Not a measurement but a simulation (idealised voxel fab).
Process module in this document: voxel ribs on slabs
This is section cut - it's 235 nm across, gridded in 5 nm square cells.
Square cells in a grid make up a cross-section in this document, and the grid is given as bands, listed from the top down, each one or more rows of cells.
In this notation a band is specified by the heights of its top and bottom, in that order and in nm, after which its materials appear from left to right, each paired with its width in nm. The word "edge to edge" attached to a single material means that material fills the band from edge to edge; the word "blank" stands for empty space.
Below 0: as-received wafer, all one material; heights counted from there. Lowest band: no bottom, goes on down, written "0 -> down".
Top row gets the first number, bottom row gets the second, and each row in between changes by the same step: that is how a band width like "30..40" works.
"remains unaltered" (step): cross-section cells unchanged, all of them.
Empty spaces counting at least 8 cells and having no open way to the top are listed in "Enclosed void entries". The notation width x height at distance is used for each, the distance being from the left edge and all three values in nm.
Text after the settings on a step's line: the simulator's own remark on that step.
The setting "overlay nm" may be written on the line of a step. When the step uses a mask, the value reports how far to the right of the planned place the mask lay, and a negative value reports that it lay to the left.

### Planned process steps
| 1 | RECEIVE, material Si |
| 2 | DIRECTIONAL_DEP, material SiO2, thk nm 25 |
| 3 | DIRECTIONAL_DEP, material polySi, thk nm 20 |
| 4 | DIRECTIONAL_DEP, material aC, thk nm 10 |
| 5 | PATTERN, tone cover, mask id RIB, material resist, width nm 30, thk nm 25, overlay nm 0 |
| 6 | DIRECTIONAL_ETCH, etch materials aC, depth nm 10 |
| 7 | STRIP, etch materials resist |
| 8 | DIRECTIONAL_ETCH, etch materials polySi, depth nm 10 |
| 9 | STRIP, etch materials aC |
| 10 | MASKED_ETCH, tone cover, mask id SLAB, width nm 80, etch materials polySi, depth nm 10, overlay nm -15 |
| 11 | FILL_DEP, material SiO2, thk nm 25 |
| 12 | CMP, height nm 60 |
| 13 | DIRECTIONAL_DEP, material TiN, thk nm 5 |
| 14 | PATTERN, tone cover, mask id HEATER, material resist, width nm 40, thk nm 15, overlay nm 0 |
| 15 | DIRECTIONAL_ETCH, etch materials TiN, depth nm 5 |
| 16 | STRIP, etch materials resist |
| 17 | CONFORMAL_DEP, material SiO2, thk nm 5 |
Wafer-to-wafer difference: overlay nm, step 10. Common start. Plan = first wafer's value.

### After step 1, as received: first of several wafers, cross-section
* 0 -> down = Si edge to edge
* Enclosed void entries: none

### The cross-section of the first of several wafers is given below for the end of the module, after its final step, step 17
* 70 -> 65 = 90 blank, 50 SiO2, 95 blank
* 65 -> 60 = 95 SiO2, 40 TiN, 100 SiO2
* 60 -> 45 = SiO2 edge to edge
* 45 -> 35 = 100 SiO2, 30 polySi, 105 SiO2
* 35 -> 25 = 60 SiO2, 80 polySi, 95 SiO2
* 25 -> 0 = SiO2 edge to edge
* 0 -> down = Si edge to edge
* Enclosed void entries: none

### last wafer at the end
* 70 -> 65 = 90 blank, 50 SiO2, 95 blank
* 65 -> 60 = 95 SiO2, 40 TiN, 100 SiO2
* 60 -> 45 = SiO2 edge to edge
* 45 -> 35 = 100 SiO2, 30 polySi, 105 SiO2
* 35 -> 25 = 90 SiO2, 80 polySi, 65 SiO2
* 25 -> 0 = SiO2 edge to edge
* 0 -> down = Si edge to edge
* Enclosed void entries: none

### Heads up, this table goes wafer by wafer. A row tells you, at the end of the module, how many cells of each material that wafer has put on (+) or dropped (-) since it was received, and then its closed voids
overlay nm -15, +569 SiO2, +8 TiN, +44 polySi, Enclosed void entries: none
overlay nm -10, +569 SiO2, +8 TiN, +44 polySi, Enclosed void entries: none
overlay nm -5, +569 SiO2, +8 TiN, +44 polySi, Enclosed void entries: none
overlay nm 0, +569 SiO2, +8 TiN, +44 polySi, Enclosed void entries: none
overlay nm 5, +569 SiO2, +8 TiN, +44 polySi, Enclosed void entries: none
overlay nm 10, +569 SiO2, +8 TiN, +44 polySi, Enclosed void entries: none
overlay nm 15, +569 SiO2, +8 TiN, +44 polySi, Enclosed void entries: none
